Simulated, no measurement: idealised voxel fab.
process module | voxel transistor to metal
cross-section cut | 180 nm wide | cells 5 nm
A cross-section is a grid of square cells, given in bands from the top down. A band is one or more rows of cells.
Each band's line starts with the height of the band's top and of its bottom, in nm. Then come its materials from left to right, each with its width in nm. One material with "throughout" fills the band from edge to edge. "air" is empty space.
Height 0 is the level under which the wafer as received is all one material. The lowest band goes on downwards, as in "0 down".
A width such as "30 to 40" changes by the same amount from each row of cells to the next, from the band's top row to its bottom row.
"no change" after a step means that no cell of the cross-section changed.
closed voids: empty space of 8 cells or more with no open way to the top, each as width x height at its distance from the left edge, in nm
after a step's settings: what the simulator itself notes on the step
overlay nm, on a step with a mask: how far to the right of its planned place the mask lay; to the left if negative
plan
1 op RECEIVE | material Si
2 op CONFORMAL_DEP | material SiO2 | thk nm 5
3 op CONFORMAL_DEP | material SiN | thk nm 10
4 op DIRECTIONAL_DEP | material aC | thk nm 15
5 op PATTERN | tone cover | mask id ACTIVE | material resist | width nm 115 | thk nm 35 | overlay nm 0
6 op DIRECTIONAL_ETCH | etch materials aC | depth nm 15
7 op STRIP | etch materials resist
8 op DIRECTIONAL_ETCH | etch materials SiN | depth nm 10
9 op DIRECTIONAL_ETCH | etch materials SiO2 | depth nm 5
10 op DIRECTIONAL_ETCH | etch materials Si | depth nm 20
11 op STRIP | etch materials aC
12 op OXIDIZE | depth nm 5
13 op FILL_DEP | material SiO2 | thk nm 15
14 op CMP | height nm 15
15 op SELECTIVE_ETCH | etch materials SiO2 | depth nm 5
16 op STRIP | etch materials SiN
17 op SELECTIVE_ETCH | etch materials SiO2 | depth nm 5
18 op OXIDIZE | depth nm 5
19 op DIRECTIONAL_DEP | material polySi | thk nm 30
20 op DIRECTIONAL_DEP | material SiCN | thk nm 10
21 op MASKED_ETCH | tone cover | mask id GATE | width nm 25 | etch materials SiCN | depth nm 20 | overlay nm -5
22 op MASKED_ETCH | tone cover | mask id GATE | width nm 25 | etch materials polySi | depth nm 40 | overlay nm 0
23 op CONFORMAL_DEP | material SiN | thk nm 5
24 op DIRECTIONAL_ETCH | etch materials SiN | depth nm 5
25 op DIRECTIONAL_ETCH | etch materials SiO2 | depth nm 5
26 op DIRECTIONAL_ETCH | etch materials Si | depth nm 15
27 op EPI | material nSi | thk nm 15
28 op FILL_DEP | material SiO2 | thk nm 5
29 op CMP | height nm 30
30 op STRIP | etch materials polySi
31 op SELECTIVE_ETCH | etch materials SiO2 | depth nm 5
32 op CONFORMAL_DEP | material HfO2 | thk nm 5
33 op CONFORMAL_DEP | material TiN | thk nm 5
34 op FILL_DEP | material W | thk nm 10
35 op CMP | height nm 25
36 op DIRECTIONAL_DEP | material SiO2 | thk nm 10
37 op MASKED_ETCH | tone open | mask id CONTACT | width nm 15 | pitch nm 80 | etch materials SiO2 | depth nm 40 | overlay nm 0
38 op CONFORMAL_DEP | material TiN | thk nm 5
39 op FILL_DEP | material W | thk nm 5
40 op CMP | height nm 35
41 op DIRECTIONAL_DEP | material TiN | thk nm 5
42 op DIRECTIONAL_DEP | material Ru | thk nm 20
43 op MASKED_ETCH | tone cover | mask id METAL_1 | width nm 15 | pitch nm 80 | etch materials Ru | depth nm 20 | overlay nm 0
44 op MASKED_ETCH | tone cover | mask id METAL_1 | width nm 15 | pitch nm 80 | etch materials TiN | depth nm 5 | overlay nm 0
45 op CONFORMAL_DEP | material SiN | thk nm 5
46 op FILL_DEP | material SiO2 | thk nm 10
47 op CMP | height nm 60
48 op CONFORMAL_DEP | material SiCN | thk nm 5
varied across the wafers: overlay nm of step 21. The plan shows the first wafer's value. All wafers start alike
first wafer as received, after step 1
  0 down: Si throughout
  closed voids: none
each wafer at the end: cells of each material gained (+) or lost (-) since it was received, then its closed voids
overlay nm -5 | +18 HfO2 | +24 Ru | -135 Si | +36 SiCN | +58 SiN | +339 SiO2 | +52 TiN | +19 W | +57 nSi | closed voids: none
overlay nm 0 | +17 HfO2 | +24 Ru | -138 Si | +36 SiCN | +58 SiN | +342 SiO2 | +51 TiN | +18 W | +60 nSi | closed voids: none
overlay nm 5 | +18 HfO2 | +24 Ru | -135 Si | +36 SiCN | +58 SiN | +339 SiO2 | +52 TiN | +19 W | +57 nSi | closed voids: none
